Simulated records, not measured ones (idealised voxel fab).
Herein follows the process module entitled voxel capacitor over wiring.
cross-section cut | 280 nm wide | cells 5 nm
Cross-section, as written here: a square-cell grid given band by band from the top down, where a band holds one or more rows of cells.
The entry gives the band's vertical extent as a top height and a bottom height in nm, then its horizontal make-up as materials from left to right, each with a width in nm. "air" stands for empty space; a single material marked "all across" fills the band edge to edge.
Where do heights start? At 0: under that level the wafer as delivered is made of one material only. And the lowest band has no floor; it just carries on downward, as in "0 and below".
A width given as "30 to 40" starts at the first number in the band's top row and ends at the second number in its bottom row, shifting by an equal amount at every step from row to row.
For the purposes of this document, the phrase "no alteration" attached to a step denotes that no cell within the cross-section was modified by that step.
"Cavities, sealed" contains a list of empty spaces, each no smaller than 8 cells and without an open way to the top, written in the form width x height at distance with the distance from the left edge and all three in nm.
On each step's line, the part that comes after the settings is the simulator's own comment on the step.
The optional step-line setting "overlay nm" applies to steps with a mask and quantifies how far to the right of its planned location the mask lay, a negative value indicating leftward placement.

List of planned process steps:
1,RECEIVE: material Si
2,CONFORMAL_DEP: material SiO2, thk nm 15
3,DIRECTIONAL_DEP: material TiN, thk nm 5
4,DIRECTIONAL_DEP: material W, thk nm 15
5,DIRECTIONAL_DEP: material aC, thk nm 10
6,PATTERN: tone cover, mask id METAL_1, material resist, width nm 20, pitch nm 70, thk nm 30, overlay nm 0
7,DIRECTIONAL_ETCH: etch materials aC, depth nm 10
8,STRIP: etch materials resist
9,DIRECTIONAL_ETCH: etch materials W, depth nm 15
10,DIRECTIONAL_ETCH: etch materials TiN, depth nm 5
11,STRIP: etch materials aC
12,FILL_DEP: material SiO2, thk nm 5
13,CMP: height nm 35
14,CONFORMAL_DEP: material SiCN, thk nm 5
15,DIRECTIONAL_DEP: material SiO2, thk nm 15
16,MASKED_ETCH: tone open, mask id PLUG_1, width nm 15, etch materials SiO2, depth nm 15, overlay nm 0
17,MASKED_ETCH: tone open, mask id PLUG_1, width nm 15, etch materials SiCN, depth nm 5, overlay nm 0
18,EPI: material Ru, thk nm 10
19,EPI: material Ru, thk nm 10
20,DIRECTIONAL_DEP: material TiN, thk nm 10
21,DIRECTIONAL_DEP: material SiN, thk nm 5
22,DIRECTIONAL_DEP: material TiN, thk nm 5
23,PATTERN: tone cover, mask id UPPER_PLATE, material resist, width nm 55, thk nm 20, overlay nm 0
24,DIRECTIONAL_ETCH: etch materials TiN, depth nm 5
25,DIRECTIONAL_ETCH: etch materials SiN, depth nm 5
26,STRIP: etch materials resist
27,DIRECTIONAL_DEP: material aC, thk nm 10
28,PATTERN: tone cover, mask id LOWER_PLATE, material resist, width nm 65, thk nm 25, overlay nm 0
29,DIRECTIONAL_ETCH: etch materials aC, depth nm 10
30,STRIP: etch materials resist
31,DIRECTIONAL_ETCH: etch materials TiN, depth nm 10
32,STRIP: etch materials aC
33,FILL_DEP: material SiO2, thk nm 20
34,CMP: height nm 90
35,PATTERN: tone open, mask id PLUG_2, material resist, width nm 15, thk nm 15, overlay nm -15
36,DIRECTIONAL_ETCH: etch materials SiO2, depth nm 15
37,STRIP: etch materials resist
38,CONFORMAL_DEP: material TiN, thk nm 5
39,FILL_DEP: material W, thk nm 10
40,CMP: height nm 90
41,CONFORMAL_DEP: material SiN, thk nm 5
Every wafer here starts from the same state; it is the step 35 overlay nm that distinguishes them, and the value the plan gives belongs to the first wafer.

The first of several wafers as received, shown in cross-section; this is its state after step 1:
> 0 and below: Si all across
> Cavities, sealed: none

The table below has one row for each wafer; a row shows, as of the end of the module, how many cells of each material the wafer has gained, marked (+), or lost, marked (-), since it was received, and then the wafer's closed voids:
overlay nm -15; +12 Ru; +53 SiCN; +67 SiN; +854 SiO2; +52 TiN; +26 W; Cavities, sealed: none
overlay nm -10; +12 Ru; +53 SiCN; +67 SiN; +854 SiO2; +52 TiN; +26 W; Cavities, sealed: none
overlay nm -5; +12 Ru; +53 SiCN; +67 SiN; +854 SiO2; +52 TiN; +26 W; Cavities, sealed: none
overlay nm 0; +12 Ru; +53 SiCN; +67 SiN; +854 SiO2; +52 TiN; +26 W; Cavities, sealed: none
overlay nm 5; +12 Ru; +53 SiCN; +67 SiN; +854 SiO2; +52 TiN; +26 W; Cavities, sealed: none
overlay nm 10; +12 Ru; +53 SiCN; +67 SiN; +854 SiO2; +52 TiN; +26 W; Cavities, sealed: none
overlay nm 15; +12 Ru; +53 SiCN; +67 SiN; +854 SiO2; +52 TiN; +26 W; Cavities, sealed: none
